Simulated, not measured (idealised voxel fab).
Process module in this document: voxel ribs on slabs
Displayed cross-section: cut, width of 295 nm, square cells sized 5 nm.
Square cells in a grid make up a cross-section in this document, and the grid is given as bands, listed from the top down, each one or more rows of cells.
What a band's entry tells you: where the top is and where the bottom is, as heights in nm, and after that what lies inside, material by material from left to right, each with its width in nm. Empty space is written as the word "air", and a single material marked with the word "everywhere" occupies the band from edge to edge.
Height datum 0, below which the as-received substrate wafer is one material. Lowest band open at the bottom, running downward: "0..down".
Top row gets the first number, bottom row gets the second, and each row in between changes by the same step: that is how a band width like "30..40" works.
Reading "no change occurred" for a step: not a cell of the cross-section changed in it.
Entry "Closed void list" = empty spaces >= 8 cells with no open way to the top; each as width x height at distance, distance from left edge, all nm.
Where a step's line continues beyond its settings, the continuation is a remark by the simulator itself on that step.
overlay nm: right-of-plan distance of the mask on a masked step; negative values mean left-of-plan.
### The planned process steps are enumerated hereunder
1 RECEIVE, material Si
2 DIRECTIONAL_DEP, material SiO2, thk nm 30
3 DIRECTIONAL_DEP, material SiN, thk nm 15
4 PATTERN, tone cover, mask id RIB, material resist, width nm 15, thk nm 20, overlay nm 0
5 DIRECTIONAL_ETCH, etch materials SiN, depth nm 10
6 STRIP, etch materials resist
7 MASKED_ETCH, tone cover, mask id SLAB, width nm 75, etch materials SiN, depth nm 5, overlay nm 0
8 FILL_DEP, material SiO2, thk nm 25
9 CMP, height nm 65
10 DIRECTIONAL_DEP, material W, thk nm 10
11 DIRECTIONAL_DEP, material aC, thk nm 15
12 PATTERN, tone cover, mask id HEATER, material resist, width nm 25, thk nm 35, overlay nm -15
13 DIRECTIONAL_ETCH, etch materials aC, depth nm 15
14 STRIP, etch materials resist
15 DIRECTIONAL_ETCH, etch materials W, depth nm 10
16 STRIP, etch materials aC
17 CONFORMAL_DEP, material SiO2, thk nm 5
Variable across wafers: step 12 overlay nm (plan value is that of the first wafer; starting state common to all).
### Sectional view: first of several wafers, as received, after step 1
* 0..down = Si everywhere
* Closed void list: none
### End of module: cross-section of the first of several wafers after step 17, the last step
* 80..75 = 115 air; 35 SiO2; 145 air
* 75..70 = 115 air; 5 SiO2; 25 W; 5 SiO2; 145 air
* 70..65 = 120 SiO2; 25 W; 150 SiO2
* 65..45 = SiO2 everywhere
* 45..35 = 140 SiO2; 15 SiN; 140 SiO2
* 35..30 = 110 SiO2; 75 SiN; 110 SiO2
* 30..0 = SiO2 everywhere
* 0..down = Si everywhere
* Closed void list: none
### Here's the last wafer cross-sectioned at the end of the module
* 80..75 = 145 air; 35 SiO2; 115 air
* 75..70 = 145 air; 5 SiO2; 25 W; 5 SiO2; 115 air
* 70..65 = 150 SiO2; 25 W; 120 SiO2
* 65..45 = SiO2 everywhere
* 45..35 = 140 SiO2; 15 SiN; 140 SiO2
* 35..30 = 110 SiO2; 75 SiN; 110 SiO2
* 30..0 = SiO2 everywhere
* 0..down = Si everywhere
* Closed void list: none
### Wafer rows, end of module: cells per material gained (+) or lost (-) since receipt; closed voids last
overlay nm -15 | +21 SiN | +809 SiO2 | +10 W | Closed void list: none
overlay nm -10 | +21 SiN | +809 SiO2 | +10 W | Closed void list: none
overlay nm -5 | +21 SiN | +809 SiO2 | +10 W | Closed void list: none
overlay nm 0 | +21 SiN | +809 SiO2 | +10 W | Closed void list: none
overlay nm 5 | +21 SiN | +809 SiO2 | +10 W | Closed void list: none
overlay nm 10 | +21 SiN | +809 SiO2 | +10 W | Closed void list: none
overlay nm 15 | +21 SiN | +809 SiO2 | +10 W | Closed void list: none
